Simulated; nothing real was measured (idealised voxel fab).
Process module heading - voxel gate over fins
Cross-section cut spans 270 nm and uses square cells 5 nm in size.
Cross-section format: a grid of square cells, given as bands from top to bottom; each band is one or more rows of cells. For a band, the entry starts with two heights in nm, that of the top and then that of the bottom, and carries on with the band's materials in order from left to right, each alongside its width in nm; the word "all across" beside a single material means it fills the band edge to edge, and "empty" means empty space. For the purposes of this specification, 0 denotes the height below which the wafer in its as-received condition is composed wholly of one material, and the lowermost band, lacking a lower limit, extends downward without end, as expressed in "0 down". Top row gets the first number, bottom row gets the second, and each row in between changes by the same step: that is how a band width like "30..40" works. The cross-section has no changed cell in any step marked "nothing was modified". The label "Closed void table" introduces a list of the empty spaces, 8 cells or larger, that have no open way up to the top; each entry in it reads width x height at distance, where the distance is taken from the left edge and all three are stated in nm. Whatever follows a step's settings on its line is a remark the simulator itself makes about that step. When a step includes a mask, the "overlay nm" setting on its line states how far to the right of its planned place that mask lay, and negative values state how far to the left.

**Below is the list of planned process steps**
1: RECEIVE, material Si
2: CONFORMAL_DEP, material SiN, thk nm 10
3: MASKED_ETCH, tone cover, mask id FINS, width nm 15, pitch nm 45, etch materials SiN, depth nm 10, overlay nm 0
4: MASKED_ETCH, tone cover, mask id FINS, width nm 15, pitch nm 45, etch materials Si, depth nm 35, overlay nm 0
5: FILL_DEP, material SiO2, thk nm 15
6: CMP, height nm 10
7: SELECTIVE_ETCH, etch materials SiO2, depth nm 20
8: STRIP, etch materials SiN
9: CONFORMAL_DEP, material HfO2, thk nm 5
10: CONFORMAL_DEP, material TiN, thk nm 5
11: FILL_DEP, material W, thk nm 10
12: CMP, height nm 15
13: CONFORMAL_DEP, material SiCN, thk nm 5

**as received, after step 1**
* 0 down  Si all across
* Closed void table: none

**Figure: cross-sectional view of the wafer upon completion of the module, processed from the initial state and according to the plan depicted above, with one error introduced during execution**
* 20 to 15  SiCN all across
* 15 to 10  W all across
* 10 to 5  50 nm W, then 35 nm TiN, then 10 nm W, then 35 nm TiN, then 10 nm W, then 35 nm TiN, then 10 nm W, then 35 nm TiN, then 50 nm W
* 5 to 0  50 nm W, then 5 nm TiN, then 25 nm HfO2, then 5 nm TiN, then 10 nm W, then 5 nm TiN, then 25 nm HfO2, then 5 nm TiN, then 10 nm W, then 5 nm TiN, then 25 nm HfO2, then 5 nm TiN, then 10 nm W, then 5 nm TiN, then 25 nm HfO2, then 5 nm TiN, then 50 nm W
* 0 to -5  55 nm TiN, then 5 nm HfO2, then 15 nm Si, then 5 nm HfO2, then 20 nm TiN, then 5 nm HfO2, then 15 nm Si, then 5 nm HfO2, then 20 nm TiN, then 5 nm HfO2, then 15 nm Si, then 5 nm HfO2, then 20 nm TiN, then 5 nm HfO2, then 15 nm Si, then 5 nm HfO2, then 55 nm TiN
* -5 to -10  60 nm HfO2, then 15 nm Si, then 30 nm HfO2, then 15 nm Si, then 30 nm HfO2, then 15 nm Si, then 30 nm HfO2, then 15 nm Si, then 60 nm HfO2
* -10 to -70  60 nm SiO2, then 15 nm Si, then 30 nm SiO2, then 15 nm Si, then 30 nm SiO2, then 15 nm Si, then 30 nm SiO2, then 15 nm Si, then 60 nm SiO2
* -70 down  Si all across
* Closed void table: none
Where did the run depart from the plan? step 4 of the plan saw execution twice
